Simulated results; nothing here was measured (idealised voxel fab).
Presented below is a process module, voxel wiring stack.
This is section cut - it's 300 nm across, gridded in 5 nm square cells.
In what follows, cross-sections appear as grids of square cells, described through bands that run from the top down, where every band is one or more rows of cells. Band entry format. Leading values: height of top, height of bottom, nm. Remainder: materials in left-to-right order, each with its width in nm. Special words: "all across" on a single material, which then fills the band edge to edge; "air", empty space. Below 0: as-received wafer, all one material; heights counted from there. Lowest band: no bottom, goes on down, written "z 0 and below". Note: "30..40" means the width goes from the first number (top row of the band) to the second number (bottom row) in equal steps per row of cells. "remains unaltered" -> step changed no cross-section cell. The entry titled "Unvented cavities" provides the empty spaces that have no open way to the top, restricted to those of 8 cells or more. Each is presented as width x height at distance, the distance being measured from the left edge, with all three in nm. On each step's line, the part that comes after the settings is the simulator's own comment on the step. overlay nm: mask offset rightward from planned place, masked step; negative means leftward offset.

### Set out below are the planned steps of the process
| 1 | op RECEIVE | material Si |
| 2 | op CONFORMAL_DEP | material SiO2 | thk nm 15 |
| 3 | op DIRECTIONAL_DEP | material TiN | thk nm 5 |
| 4 | op DIRECTIONAL_DEP | material W | thk nm 15 |
| 5 | op PATTERN | tone cover | mask id METAL_1 | material resist | width nm 25 | pitch nm 55 | thk nm 20 | overlay nm 0 |
| 6 | op DIRECTIONAL_ETCH | etch materials W | depth nm 15 |
| 7 | op DIRECTIONAL_ETCH | etch materials TiN | depth nm 5 |
| 8 | op STRIP | etch materials resist |
| 9 | op CONFORMAL_DEP | material SiCN | thk nm 5 |
| 10 | op FILL_DEP | material lowk | thk nm 10 |
| 11 | op CMP | height nm 35 |
| 12 | op CONFORMAL_DEP | material SiCN | thk nm 5 |
| 13 | op DIRECTIONAL_DEP | material lowk | thk nm 10 |
| 14 | op DIRECTIONAL_DEP | material aC | thk nm 10 |
| 15 | op PATTERN | tone open | mask id PLUG_1 | material resist | width nm 15 | thk nm 25 | overlay nm 0 |
| 16 | op DIRECTIONAL_ETCH | etch materials aC | depth nm 10 |
| 17 | op STRIP | etch materials resist |
| 18 | op DIRECTIONAL_ETCH | etch materials lowk | depth nm 10 |
| 19 | op DIRECTIONAL_ETCH | etch materials SiCN | depth nm 5 |
| 20 | op STRIP | etch materials aC |
| 21 | op CONFORMAL_DEP | material TiN | thk nm 5 |
| 22 | op FILL_DEP | material Cu | thk nm 5 |
| 23 | op CMP | height nm 50 |
| 24 | op CONFORMAL_DEP | material SiCN | thk nm 5 |
| 25 | op DIRECTIONAL_DEP | material lowk | thk nm 15 |
| 26 | op MASKED_ETCH | tone open | mask id METAL_2 | width nm 25 | pitch nm 55 | etch materials lowk | depth nm 15 | overlay nm 0 |
| 27 | op MASKED_ETCH | tone open | mask id METAL_2 | width nm 25 | pitch nm 55 | etch materials SiCN | depth nm 5 | overlay nm 0 |
| 28 | op CONFORMAL_DEP | material TiN | thk nm 5 |
| 29 | op FILL_DEP | material Cu | thk nm 5 |
| 30 | op CMP | height nm 70 |
| 31 | op CONFORMAL_DEP | material SiCN | thk nm 5 |
| 32 | op DIRECTIONAL_DEP | material lowk | thk nm 15 |
| 33 | op PATTERN | tone open | mask id PLUG_2 | material resist | width nm 15 | thk nm 15 | overlay nm 0 |
| 34 | op DIRECTIONAL_ETCH | etch materials lowk | depth nm 15 |
| 35 | op DIRECTIONAL_ETCH | etch materials SiCN | depth nm 5 |
| 36 | op STRIP | etch materials resist |
| 37 | op CONFORMAL_DEP | material TiN | thk nm 5 |
| 38 | op FILL_DEP | material Cu | thk nm 5 |
| 39 | op CMP | height nm 90 |
| 40 | op DIRECTIONAL_DEP | material TiN | thk nm 5 |
| 41 | op DIRECTIONAL_DEP | material Ru | thk nm 20 |
| 42 | op MASKED_ETCH | tone cover | mask id METAL_3 | width nm 25 | pitch nm 55 | etch materials Ru | depth nm 20 | overlay nm 0 |
| 43 | op MASKED_ETCH | tone cover | mask id METAL_3 | width nm 25 | pitch nm 55 | etch materials TiN | depth nm 5 | overlay nm 0 |
| 44 | op CONFORMAL_DEP | material SiCN | thk nm 5 |
| 45 | op FILL_DEP | material SiO2 | thk nm 5 |
| 46 | op CMP | height nm 115 |
| 47 | op CONFORMAL_DEP | material SiCN | thk nm 5 |
| 48 | op DIRECTIONAL_DEP | material lowk | thk nm 30 |
| 49 | op PATTERN | tone open | mask id METAL_4_HOLES | material resist | width nm 15 | pitch nm 55 | thk nm 20 | overlay nm 0 |
| 50 | op DIRECTIONAL_ETCH | etch materials lowk | depth nm 30 |
| 51 | op STRIP | etch materials resist |
| 52 | op PATTERN | tone open | mask id METAL_4 | material resist | width nm 25 | pitch nm 55 | thk nm 15 | overlay nm 0 |
| 53 | op DIRECTIONAL_ETCH | etch materials lowk | depth nm 15 |
| 54 | op DIRECTIONAL_ETCH | etch materials SiCN | depth nm 5 |
| 55 | op STRIP | etch materials resist |
| 56 | op CONFORMAL_DEP | material TiN | thk nm 5 |
| 57 | op FILL_DEP | material Cu | thk nm 10 |
| 58 | op CMP | height nm 150 |
| 59 | op CONFORMAL_DEP | material SiN | thk nm 5 |

### As received (post step 1): cross-section
> z 0 and below: Si all across
> Unvented cavities: none

### Starting structure and process plan are as shown above, but one mistake was made in running the module; the wafer cross-section at the end of the module follows
> z 155 to 150: SiN all across
> z 150 to 140: 110 nm lowk / 5 nm TiN / 15 nm Cu / 5 nm TiN / 30 nm lowk / 5 nm TiN / 15 nm Cu / 5 nm TiN / 110 nm lowk
> z 140 to 135: 110 nm lowk / 5 nm TiN / 5 nm Cu / 15 nm TiN / 30 nm lowk / 5 nm TiN / 5 nm Cu / 15 nm TiN / 110 nm lowk
> z 135 to 120: 110 nm lowk / 5 nm TiN / 5 nm Cu / 5 nm TiN / 40 nm lowk / 5 nm TiN / 5 nm Cu / 5 nm TiN / 120 nm lowk
> z 120 to 115: 110 nm SiCN / 15 nm TiN / 40 nm SiCN / 15 nm TiN / 120 nm SiCN
> z 115 to 95: 105 nm SiO2 / 5 nm SiCN / 25 nm Ru / 5 nm SiCN / 20 nm SiO2 / 5 nm SiCN / 25 nm Ru / 5 nm SiCN / 105 nm SiO2
> z 95 to 90: 110 nm SiCN / 25 nm TiN / 30 nm SiCN / 25 nm TiN / 110 nm SiCN
> z 90 to 75: 110 nm lowk / 5 nm TiN / 5 nm Cu / 5 nm TiN / 175 nm lowk
> z 75 to 70: 110 nm SiCN / 15 nm TiN / 175 nm SiCN
> z 70 to 55: 110 nm lowk / 5 nm TiN / 15 nm Cu / 5 nm TiN / 30 nm lowk / 5 nm TiN / 15 nm Cu / 5 nm TiN / 110 nm lowk
> z 55 to 50: 110 nm SiCN / 25 nm TiN / 30 nm SiCN / 25 nm TiN / 110 nm SiCN
> z 50 to 40: 110 nm lowk / 5 nm TiN / 5 nm Cu / 5 nm TiN / 175 nm lowk
> z 40 to 35: 110 nm SiCN / 15 nm TiN / 175 nm SiCN
> z 35 to 30: 105 nm lowk / 35 nm SiCN / 20 nm lowk / 35 nm SiCN / 105 nm lowk
> z 30 to 20: 105 nm lowk / 5 nm SiCN / 25 nm W / 5 nm SiCN / 20 nm lowk / 5 nm SiCN / 25 nm W / 5 nm SiCN / 105 nm lowk
> z 20 to 15: 110 nm SiCN / 25 nm W / 30 nm SiCN / 25 nm W / 110 nm SiCN
> z 15 to 0: SiO2 all across
> z 0 and below: Si all across
> Unvented cavities: none
Diagnosis: step 3 of the plan was jumped over and never run
